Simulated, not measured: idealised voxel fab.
The document below concerns the process module designated voxel air gaps.
Section cut is 295 nm wide and gridded with 5 nm square cells.
Cross-section format: a grid of square cells, given as bands from top to bottom; each band is one or more rows of cells. Top height, bottom height, nm. Materials left to right, width each, nm. Single material + "throughout" = fills band edge to edge. "blank" = empty. The level at which height equals 0 is the one under which the wafer, as it arrives, is entirely one material. No lower edge exists for the bottom band, which continues downward and is notated as in "0 nm and below". The width entry "30..40" should be interpreted row by row: the top row of cells in the band takes the first number, the bottom row takes the second number, and the change between adjacent rows is uniform throughout. "remains unaltered", as given for a step, is the statement that not any cell of the cross-section underwent a change during that step. Listed in "Closed cavity list": every empty space of 8 or more cells without an open way to the top. Form: width x height at distance, the distance being from the left edge, all in nm. Past the settings on a step's line: simulator remark, on that step. "overlay nm", when on a step's line for a step with a mask, measures how far to the right of its planned place the mask lay; a negative measure means to the left.

SET OUT BELOW ARE THE PLANNED STEPS OF THE PROCESS
| 1 | RECEIVE with material Si |
| 2 | CONFORMAL_DEP with material SiO2, thk nm 15 |
| 3 | CONFORMAL_DEP with material SiN, thk nm 5 |
| 4 | DIRECTIONAL_DEP with material lowk, thk nm 35 |
| 5 | MASKED_ETCH with tone open, mask id LINES, width nm 15, pitch nm 50, etch materials lowk, depth nm 35, overlay nm 0 |
| 6 | CONFORMAL_DEP with material TiN, thk nm 5 |
| 7 | FILL_DEP with material Cu, thk nm 5 |
| 8 | CMP with height nm 55 |
| 9 | EPI with material Ru, thk nm 10 |
| 10 | SELECTIVE_ETCH with etch materials lowk, depth nm 45 |
| 11 | CONFORMAL_DEP with material SiN, thk nm 5 |
The plan's step 5 width nm is the first wafer's value; the wafers differ in this setting and start identical.

CROSS-SECTION OF THE FIRST OF SEVERAL WAFERS ON RECEIPT, REFLECTING COMPLETION OF STEP 1
- 0 nm and below | Si throughout
- Closed cavity list: none

THE FOLLOWING TABLE CONTAINS A ROW PER WAFER, IN WHICH ARE REPORTED, AT THE CONCLUSION OF THE MODULE, THE CELLS OF EACH MATERIAL GAINED (+) OR LOST (-) SINCE THE WAFER'S RECEIPT, WITH ITS CLOSED VOIDS GIVEN THEREAFTER
width nm 15 | +18 Cu | +42 Ru | +196 SiN | +177 SiO2 | +45 TiN | Closed cavity list: none
width nm 20 | +36 Cu | +48 Ru | +196 SiN | +177 SiO2 | +48 TiN | Closed cavity list: 20 x 25 at 110; 20 x 25 at 160
width nm 25 | +54 Cu | +54 Ru | +188 SiN | +177 SiO2 | +51 TiN | Closed cavity list: 15 x 25 at 115; 15 x 25 at 165
width nm 30 | +72 Cu | +60 Ru | +144 SiN | +177 SiO2 | +54 TiN | +56 lowk | Closed cavity list: none
width nm 35 | +90 Cu | +62 Ru | +144 SiN | +177 SiO2 | +57 TiN | +42 lowk | Closed cavity list: none
